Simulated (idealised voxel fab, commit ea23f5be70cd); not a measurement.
process module | voxel ribs on slabs
cross-section cut | 275 nm wide | cells 5 nm
A cross-section is a grid of square cells, given in bands from the top down. A band is one or more rows of cells.
Each band's line starts with the height of the band's top and of its bottom, in nm. Then come its materials from left to right, each with its width in nm. One material with "throughout" fills the band from edge to edge. "air" is empty space.
Height 0 is the level under which the wafer as received is all one material. The lowest band goes on downwards, as in "0 down".
A width such as "30 to 40" changes by the same amount from each row of cells to the next, from the band's top row to its bottom row.
"no change" after a step means that no cell of the cross-section changed.
closed voids: empty space of 8 cells or more with no open way to the top, each as width x height at its distance from the left edge, in nm
after a step's settings: what the simulator itself notes on the step
overlay nm, on a step with a mask: how far to the right of its planned place the mask lay; to the left if negative
plan
1 op RECEIVE | material Si
2 op DIRECTIONAL_DEP | material SiO2 | thk nm 30
3 op DIRECTIONAL_DEP | material SiN | thk nm 20
4 op DIRECTIONAL_DEP | material aC | thk nm 15
5 op PATTERN | tone cover | mask id RIB | material resist | width nm 30 | thk nm 35 | overlay nm 0
6 op DIRECTIONAL_ETCH | etch materials aC | depth nm 15
7 op STRIP | etch materials resist
8 op DIRECTIONAL_ETCH | etch materials SiN | depth nm 5
9 op STRIP | etch materials aC
10 op DIRECTIONAL_DEP | material aC | thk nm 10
11 op PATTERN | tone cover | mask id SLAB | material resist | width nm 80 | thk nm 30 | overlay nm 0
12 op DIRECTIONAL_ETCH | etch materials aC | depth nm 10
13 op STRIP | etch materials resist
14 op DIRECTIONAL_ETCH | etch materials SiN | depth nm 15
15 op STRIP | etch materials aC
16 op FILL_DEP | material SiO2 | thk nm 25
17 op CMP | height nm 65
18 op DIRECTIONAL_DEP | material TiN | thk nm 5
19 op PATTERN | tone cover | mask id HEATER | material resist | width nm 40 | thk nm 20 | overlay nm 0
20 op DIRECTIONAL_ETCH | etch materials TiN | depth nm 5
21 op STRIP | etch materials resist
22 op CONFORMAL_DEP | material SiO2 | thk nm 10
as received, after step 1
  0 down: Si throughout
  closed voids: none
first wafer at the end, as planned
  80 to 75: air 105 | SiO2 60 | air 110
  75 to 70: SiO2 throughout
  70 to 65: SiO2 115 | TiN 40 | SiO2 120
  65 to 50: SiO2 throughout
  50 to 45: SiO2 120 | SiN 30 | SiO2 125
  45 to 30: SiO2 95 | SiN 80 | SiO2 100
  30 to 0: SiO2 throughout
  0 down: Si throughout
  closed voids: none
second wafer at the end: like start, like plan, one mistake
  80 to 75: air 105 | SiO2 60 | air 110
  75 to 70: SiO2 throughout
  70 to 65: SiO2 115 | TiN 40 | SiO2 120
  65 to 50: SiO2 throughout
  50 to 45: SiO2 130 | SiN 30 | SiO2 115
  45 to 30: SiO2 95 | SiN 80 | SiO2 100
  30 to 0: SiO2 throughout
  0 down: Si throughout
  closed voids: none
what went wrong: step 5 ran as: op PATTERN | tone cover | mask id RIB | material resist | width nm 30 | thk nm 35 | overlay nm 10
at the end the second wafer has, in cells: as many of each material as the first, in other places
